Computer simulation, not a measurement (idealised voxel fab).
process module | voxel tone inversion
Each square cell in cross-section cut measures 5 nm, and the section as a whole is 255 nm wide.
How to read a cross-section here: the picture is a grid of square cells, written as bands going from the top down, and any band can span one or more rows of cells.
For a band, the entry starts with two heights in nm, that of the top and then that of the bottom, and carries on with the band's materials in order from left to right, each alongside its width in nm; the word "throughout" beside a single material means it fills the band edge to edge, and "blank" means empty space.
Measure heights from 0. That's the level where, below it, the as-received wafer is all one material. The lowest band is bottomless and extends downward; write it as in "top 0, no bottom".
Note: "30->40" means the width goes from the first number (top row of the band) to the second number (bottom row) in equal steps per row of cells.
"left unchanged" means the step left every cell of the cross-section as it was.
Closed empty spaces (no open way to the top) of 8 cells or more are what "Closed void roster" lists, each as width x height at distance from the left edge, nm for all three.
Formally, on a step line, whatever follows the settings is a remark that the simulator itself makes on the step.
overlay nm: right-of-plan distance of the mask on a masked step; negative values mean left-of-plan.
### This section lists the process steps that were planned
- 1: RECEIVE,material Si
- 2: CONFORMAL_DEP,material SiN,thk nm 5
- 3: DIRECTIONAL_DEP,material aC,thk nm 20
- 4: PATTERN,tone cover,mask id POSTS,material resist,width nm 25,pitch nm 55,thk nm 25,overlay nm 0
- 5: DIRECTIONAL_ETCH,etch materials aC,depth nm 20
- 6: STRIP,etch materials resist
- 7: FILL_DEP,material SiO2,thk nm 10
- 8: CMP,height nm 25
- 9: STRIP,etch materials aC
- 10: CONFORMAL_DEP,material TiN,thk nm 5
- 11: FILL_DEP,material Cu,thk nm 10
- 12: CMP,height nm 25
- 13: CONFORMAL_DEP,material SiN,thk nm 5
### First of two wafers - as planned
### The cross-section here shows the wafer as received, i.e. in its state after step 1
	top 0, no bottom  Si throughout
	Closed void roster: none
### You're looking at a cross-section of the wafer after step 2
	top 5, bottom 0  SiN throughout
	Note: structure below 0 unchanged.
### You're looking at a cross-section of the wafer after step 3
	top 25, bottom 5  aC throughout
	Note: structure below 5 unchanged.
### You're looking at a cross-section of the wafer after step 4
	top 50, bottom 25  blank (30); resist (25); blank (30); resist (25); blank (30); resist (25); blank (30); resist (25); blank (35)
	Note: structure below 25 unchanged.
### You're looking at a cross-section of the wafer after step 5
	top 30, bottom 25  blank (30); resist (25); blank (30); resist (25); blank (30); resist (25); blank (30); resist (25); blank (35)
	top 25, bottom 5  blank (30); aC (25); blank (30); aC (25); blank (30); aC (25); blank (30); aC (25); blank (35)
	Note: structure below 5 unchanged.
### You're looking at a cross-section of the wafer after step 6
	top 25, bottom 5  blank (30); aC (25); blank (30); aC (25); blank (30); aC (25); blank (30); aC (25); blank (35)
	Note: structure below 5 unchanged.
### You're looking at a cross-section of the wafer after step 7
	top 35, bottom 25  SiO2 throughout
	top 25, bottom 5  SiO2 (30); aC (25); SiO2 (30); aC (25); SiO2 (30); aC (25); SiO2 (30); aC (25); SiO2 (35)
	Note: structure below 5 unchanged.
### You're looking at a cross-section of the wafer after step 8
	top 25, bottom 5  SiO2 (30); aC (25); SiO2 (30); aC (25); SiO2 (30); aC (25); SiO2 (30); aC (25); SiO2 (35)
	Note: structure below 5 unchanged.
### You're looking at a cross-section of the wafer after step 9
	top 25, bottom 5  SiO2 (30); blank (25); SiO2 (30); blank (25); SiO2 (30); blank (25); SiO2 (30); blank (25); SiO2 (35)
	Note: structure below 5 unchanged.
### You're looking at a cross-section of the wafer after step 10
	top 30, bottom 25  TiN (35); blank (15); TiN (40); blank (15); TiN (40); blank (15); TiN (40); blank (15); TiN (40)
	top 25, bottom 10  SiO2 (30); TiN (5); blank (15); TiN (5); SiO2 (30); TiN (5); blank (15); TiN (5); SiO2 (30); TiN (5); blank (15); TiN (5); SiO2 (30); TiN (5); blank (15); TiN (5); SiO2 (35)
	top 10, bottom 5  SiO2 (30); TiN (25); SiO2 (30); TiN (25); SiO2 (30); TiN (25); SiO2 (30); TiN (25); SiO2 (35)
	Note: structure below 5 unchanged.
### You're looking at a cross-section of the wafer after step 11
	top 40, bottom 30  Cu throughout
	top 30, bottom 25  TiN (35); Cu (15); TiN (40); Cu (15); TiN (40); Cu (15); TiN (40); Cu (15); TiN (40)
	top 25, bottom 10  SiO2 (30); TiN (5); Cu (15); TiN (5); SiO2 (30); TiN (5); Cu (15); TiN (5); SiO2 (30); TiN (5); Cu (15); TiN (5); SiO2 (30); TiN (5); Cu (15); TiN (5); SiO2 (35)
	Note: structure below 10 unchanged.
### You're looking at a cross-section of the wafer after step 12
	top 25, bottom 10  SiO2 (30); TiN (5); Cu (15); TiN (5); SiO2 (30); TiN (5); Cu (15); TiN (5); SiO2 (30); TiN (5); Cu (15); TiN (5); SiO2 (30); TiN (5); Cu (15); TiN (5); SiO2 (35)
	Note: structure below 10 unchanged.
### You're looking at a cross-section of the wafer after step 13
	top 30, bottom 25  SiN throughout
	Note: structure below 25 unchanged.
### Second wafer, same starting conditions and recipe as the first, one mistake in executing it, nothing differs from the first up to and including step 3
### At the planned end of step 4, the second wafer in cross-section
	top 50, bottom 25  resist (30); blank (25); resist (30); blank (25); resist (30); blank (25); resist (30); blank (25); resist (35)
	Note: structure below 25 unchanged.
### At the planned end of step 5, the second wafer in cross-section
	top 30, bottom 25  resist (30); blank (25); resist (30); blank (25); resist (30); blank (25); resist (30); blank (25); resist (35)
	top 25, bottom 5  aC (30); blank (25); aC (30); blank (25); aC (30); blank (25); aC (30); blank (25); aC (35)
	Note: structure below 5 unchanged.
### At the planned end of step 6, the second wafer in cross-section
	top 25, bottom 5  aC (30); blank (25); aC (30); blank (25); aC (30); blank (25); aC (30); blank (25); aC (35)
	Note: structure below 5 unchanged.
### At the planned end of step 7, the second wafer in cross-section
	top 35, bottom 25  SiO2 throughout
	top 25, bottom 5  aC (30); SiO2 (25); aC (30); SiO2 (25); aC (30); SiO2 (25); aC (30); SiO2 (25); aC (35)
	Note: structure below 5 unchanged.
### At the planned end of step 8, the second wafer in cross-section
	top 25, bottom 5  aC (30); SiO2 (25); aC (30); SiO2 (25); aC (30); SiO2 (25); aC (30); SiO2 (25); aC (35)
	Note: structure below 5 unchanged.
### At the planned end of step 9, the second wafer in cross-section
	top 25, bottom 5  blank (30); SiO2 (25); blank (30); SiO2 (25); blank (30); SiO2 (25); blank (30); SiO2 (25); blank (35)
	Note: structure below 5 unchanged.
### At the planned end of step 10, the second wafer in cross-section
	top 30, bottom 25  blank (25); TiN (35); blank (20); TiN (35); blank (20); TiN (35); blank (20); TiN (35); blank (30)
	top 25, bottom 10  blank (25); TiN (5); SiO2 (25); TiN (5); blank (20); TiN (5); SiO2 (25); TiN (5); blank (20); TiN (5); SiO2 (25); TiN (5); blank (20); TiN (5); SiO2 (25); TiN (5); blank (30)
	top 10, bottom 5  TiN (30); SiO2 (25); TiN (30); SiO2 (25); TiN (30); SiO2 (25); TiN (30); SiO2 (25); TiN (35)
	Note: structure below 5 unchanged.
### At the planned end of step 11, the second wafer in cross-section
	top 40, bottom 30  Cu throughout
	top 30, bottom 25  Cu (25); TiN (35); Cu (20); TiN (35); Cu (20); TiN (35); Cu (20); TiN (35); Cu (30)
	top 25, bottom 10  Cu (25); TiN (5); SiO2 (25); TiN (5); Cu (20); TiN (5); SiO2 (25); TiN (5); Cu (20); TiN (5); SiO2 (25); TiN (5); Cu (20); TiN (5); SiO2 (25); TiN (5); Cu (30)
	Note: structure below 10 unchanged.
### At the planned end of step 12, the second wafer in cross-section
	top 25, bottom 10  Cu (25); TiN (5); SiO2 (25); TiN (5); Cu (20); TiN (5); SiO2 (25); TiN (5); Cu (20); TiN (5); SiO2 (25); TiN (5); Cu (20); TiN (5); SiO2 (25); TiN (5); Cu (30)
	Note: structure below 10 unchanged.
### At the planned end of step 13, the second wafer in cross-section
	top 30, bottom 25  SiN throughout
	Note: structure below 25 unchanged.
Deviation from plan: step 4 ran with different settings than intended, the actual operation and settings being PATTERN,tone open,mask id POSTS,material resist,width nm 25,pitch nm 55,thk nm 25,overlay nm 0
Counted in cells at the end, the second wafer holds more or fewer of these materials than the first: Cu: 33 more, SiO2: 44 fewer, TiN: 11 more
